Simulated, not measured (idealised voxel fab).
The following is a process module called voxel local oxidation.
In the cross-section labelled cut, the width is 160 nm and each square cell is 5 nm.
Each cross-section below is a grid of square cells, stated as bands in top-down order, with one or more rows of cells making up each band.
Within each band entry, the heights of the top and of the bottom of the band appear first, in that order and in nm; the materials of the band then follow from left to right, each with its corresponding width in nm. The designation "throughout" on a single material indicates that it fills the band from edge to edge; the designation "blank" indicates empty space.
Basically, 0 is our baseline, since under it the wafer straight out of the box is all one material. The bottom band has no lower end and keeps on going down, so it looks like "0 and below".
It should be noted that a width expressed as "30 to 40" varies in equal increments from row to row of cells within the band, taking the value of the first number at the top row and that of the second number at the bottom row.
"nothing got changed" for a step: no cell of the cross-section changed in that step.
"Closed internal voids" lists enclosed empty spaces (at least 8 cells, no open path upward to the top), each as width x height at distance from the left edge, in nm.
Post-settings text on a step line: simulator's own remark regarding the step.
overlay nm: for a step with a mask, the amount by which the mask lay right of where it was planned; a negative amount means left of it.

[The following list gives the planned process steps]
1,RECEIVE [material Si]
2,CONFORMAL_DEP [material SiO2] [thk nm 5]
3,CONFORMAL_DEP [material SiN] [thk nm 15]
4,DIRECTIONAL_DEP [material aC] [thk nm 15]
5,PATTERN [tone cover] [mask id ACTIVE] [material resist] [width nm 100] [thk nm 30] [overlay nm 0]
6,DIRECTIONAL_ETCH [etch materials aC] [depth nm 15]
7,STRIP [etch materials resist]
8,DIRECTIONAL_ETCH [etch materials SiN] [depth nm 15]
9,STRIP [etch materials aC]
10,SELECTIVE_ETCH [etch materials SiO2] [depth nm 5]
11,OXIDIZE [depth nm 10]
12,STRIP [etch materials SiN]

[First wafer of two (run as planned)]

[Cross-section of the wafer upon arrival, representing the state reached after step 1]
  0 and below = Si throughout
  Closed internal voids: none

[Presented here is a cross-section of the wafer after step 2 has been performed]
  5 down to 0 = SiO2 throughout
  Heights below 0 show no change.

[Presented here is a cross-section of the wafer after step 3 has been performed]
  20 down to 5 = SiN throughout
  Heights below 5 show no change.

[Presented here is a cross-section of the wafer after step 4 has been performed]
  35 down to 20 = aC throughout
  Heights below 20 show no change.

[Presented here is a cross-section of the wafer after step 5 has been performed]
  65 down to 35 = blank 30 nm, then resist 100 nm, then blank 30 nm
  Heights below 35 show no change.

[Presented here is a cross-section of the wafer after step 6 has been performed]
  50 down to 35 = blank 30 nm, then resist 100 nm, then blank 30 nm
  35 down to 20 = blank 30 nm, then aC 100 nm, then blank 30 nm
  Heights below 20 show no change.

[Presented here is a cross-section of the wafer after step 7 has been performed]
  35 down to 20 = blank 30 nm, then aC 100 nm, then blank 30 nm
  Heights below 20 show no change.

[Presented here is a cross-section of the wafer after step 8 has been performed]
  35 down to 20 = blank 30 nm, then aC 100 nm, then blank 30 nm
  20 down to 5 = blank 30 nm, then SiN 100 nm, then blank 30 nm
  Heights below 5 show no change.

[Presented here is a cross-section of the wafer after step 9 has been performed]
  20 down to 5 = blank 30 nm, then SiN 100 nm, then blank 30 nm
  Heights below 5 show no change.

[Presented here is a cross-section of the wafer after step 10 has been performed]
  20 down to 5 = blank 30 nm, then SiN 100 nm, then blank 30 nm
  5 down to 0 = blank 35 nm, then SiO2 90 nm, then blank 35 nm
  Heights below 0 show no change.

[Presented here is a cross-section of the wafer after step 11 has been performed]
  20 down to 5 = blank 30 nm, then SiN 100 nm, then blank 30 nm
  5 down to 0 = blank 35 nm, then SiO2 90 nm, then blank 35 nm
  0 down to -10 = SiO2 45 nm, then Si 70 nm, then SiO2 45 nm
  Heights below -10 show no change.

[Presented here is a cross-section of the wafer after step 12 has been performed]
  5 down to 0 = blank 35 nm, then SiO2 90 nm, then blank 35 nm
  Heights below 0 show no change.

[Wafer two of the pair: same origin, same plan, one error during the run; identical to wafer one up to and including step 4]

[The second wafer cut through, at the time step 5 was supposed to be finished]
  65 down to 35 = blank 30 nm, then resist 105 nm, then blank 25 nm
  Heights below 35 show no change.

[The second wafer cut through, at the time step 6 was supposed to be finished]
  50 down to 35 = blank 30 nm, then resist 105 nm, then blank 25 nm
  35 down to 20 = blank 30 nm, then aC 105 nm, then blank 25 nm
  Heights below 20 show no change.

[The second wafer cut through, at the time step 7 was supposed to be finished]
  35 down to 20 = blank 30 nm, then aC 105 nm, then blank 25 nm
  Heights below 20 show no change.

[The second wafer cut through, at the time step 8 was supposed to be finished]
  35 down to 20 = blank 30 nm, then aC 105 nm, then blank 25 nm
  20 down to 5 = blank 30 nm, then SiN 105 nm, then blank 25 nm
  Heights below 5 show no change.

[The second wafer cut through, at the time step 9 was supposed to be finished]
  20 down to 5 = blank 30 nm, then SiN 105 nm, then blank 25 nm
  Heights below 5 show no change.

[The second wafer cut through, at the time step 10 was supposed to be finished]
  20 down to 5 = blank 30 nm, then SiN 105 nm, then blank 25 nm
  5 down to 0 = blank 35 nm, then SiO2 95 nm, then blank 30 nm
  Heights below 0 show no change.

[The second wafer cut through, at the time step 11 was supposed to be finished]
  20 down to 5 = blank 30 nm, then SiN 105 nm, then blank 25 nm
  5 down to 0 = blank 35 nm, then SiO2 95 nm, then blank 30 nm
  0 down to -10 = SiO2 45 nm, then Si 75 nm, then SiO2 40 nm
  Heights below -10 show no change.

[The second wafer cut through, at the time step 12 was supposed to be finished]
  5 down to 0 = blank 35 nm, then SiO2 95 nm, then blank 30 nm
  Heights below 0 show no change.
What was the processing mistake? step 5 ran as: PATTERN [tone cover] [mask id ACTIVE] [material resist] [width nm 105] [thk nm 30] [overlay nm 0]
Final wafer comparison in cells, second versus first, more or fewer per material: Si: 2 more | SiO2: 1 fewer
